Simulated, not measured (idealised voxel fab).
process module | voxel capacitor over wiring
cross-section cut | 255 nm wide | cells 5 nm
A cross-section is a grid of square cells, given in bands from the top down. A band is one or more rows of cells.
Each band's line starts with the height of the band's top and of its bottom, in nm. Then come its materials from left to right, each with its width in nm. One material with "throughout" fills the band from edge to edge. "air" is empty space.
Height 0 is the level under which the wafer as received is all one material. The lowest band goes on downwards, as in "0 down".
A width such as "30 to 40" changes by the same amount from each row of cells to the next, from the band's top row to its bottom row.
"no change" after a step means that no cell of the cross-section changed.
closed voids: empty space of 8 cells or more with no open way to the top, each as width x height at its distance from the left edge, in nm
after a step's settings: what the simulator itself notes on the step
overlay nm, on a step with a mask: how far to the right of its planned place the mask lay; to the left if negative
plan
1 op RECEIVE | material Si
2 op CONFORMAL_DEP | material SiO2 | thk nm 15
3 op DIRECTIONAL_DEP | material TiN | thk nm 5
4 op DIRECTIONAL_DEP | material Ru | thk nm 15
5 op PATTERN | tone cover | mask id METAL_1 | material resist | width nm 30 | pitch nm 95 | thk nm 15 | overlay nm 0
6 op DIRECTIONAL_ETCH | etch materials Ru | depth nm 15
7 op DIRECTIONAL_ETCH | etch materials TiN | depth nm 5
8 op STRIP | etch materials resist
9 op FILL_DEP | material lowk | thk nm 5
10 op CMP | height nm 35
11 op CONFORMAL_DEP | material SiCN | thk nm 5
12 op DIRECTIONAL_DEP | material SiO2 | thk nm 10
13 op MASKED_ETCH | tone open | mask id PLUG_1 | width nm 15 | etch materials SiO2 | depth nm 10 | overlay nm 0
14 op MASKED_ETCH | tone open | mask id PLUG_1 | width nm 15 | etch materials SiCN | depth nm 5 | overlay nm 0
15 op EPI | material Ru | thk nm 10
16 op EPI | material Ru | thk nm 5
17 op DIRECTIONAL_DEP | material TiN | thk nm 5
18 op DIRECTIONAL_DEP | material HfO2 | thk nm 5
19 op DIRECTIONAL_DEP | material TiN | thk nm 5
20 op DIRECTIONAL_DEP | material aC | thk nm 10
21 op PATTERN | tone cover | mask id UPPER_PLATE | material resist | width nm 70 | thk nm 25 | overlay nm 0
22 op DIRECTIONAL_ETCH | etch materials aC | depth nm 10
23 op STRIP | etch materials resist
24 op DIRECTIONAL_ETCH | etch materials TiN | depth nm 5
25 op DIRECTIONAL_ETCH | etch materials HfO2 | depth nm 5
26 op STRIP | etch materials aC
27 op PATTERN | tone cover | mask id LOWER_PLATE | material resist | width nm 80 | thk nm 15 | overlay nm 0
28 op DIRECTIONAL_ETCH | etch materials TiN | depth nm 5
29 op STRIP | etch materials resist
30 op FILL_DEP | material SiO2 | thk nm 15
31 op CMP | height nm 75
32 op PATTERN | tone open | mask id PLUG_2 | material resist | width nm 15 | thk nm 15 | overlay nm 0
33 op DIRECTIONAL_ETCH | etch materials SiO2 | depth nm 10
34 op STRIP | etch materials resist
35 op CONFORMAL_DEP | material TiN | thk nm 5
36 op FILL_DEP | material Cu | thk nm 10
37 op CMP | height nm 75
38 op CONFORMAL_DEP | material SiCN | thk nm 5
as received, after step 1
  0 down: Si throughout
  closed voids: none
a wafer at the end: this start, this plan, one mistake
  80 to 75: SiCN throughout
  75 to 70: SiO2 90 | TiN 5 | Cu 5 | TiN 5 | SiO2 150
  70 to 60: SiO2 90 to 80 | TiN 15 to 70 | SiO2 150 to 105
  60 to 55: SiO2 80 | HfO2 70 | SiO2 105
  55 to 50: SiO2 75 | TiN 80 | SiO2 100
  50 to 40: SiO2 80 | Ru 15 | SiO2 160
  40 to 35: SiCN 80 | Ru 15 | SiCN 160
  35 to 30: lowk 65 | TiN 30 | lowk 65 | TiN 30 | lowk 65
  30 to 0: SiO2 throughout
  0 down: Si throughout
  closed voids: none
what went wrong: step 2 was run twice
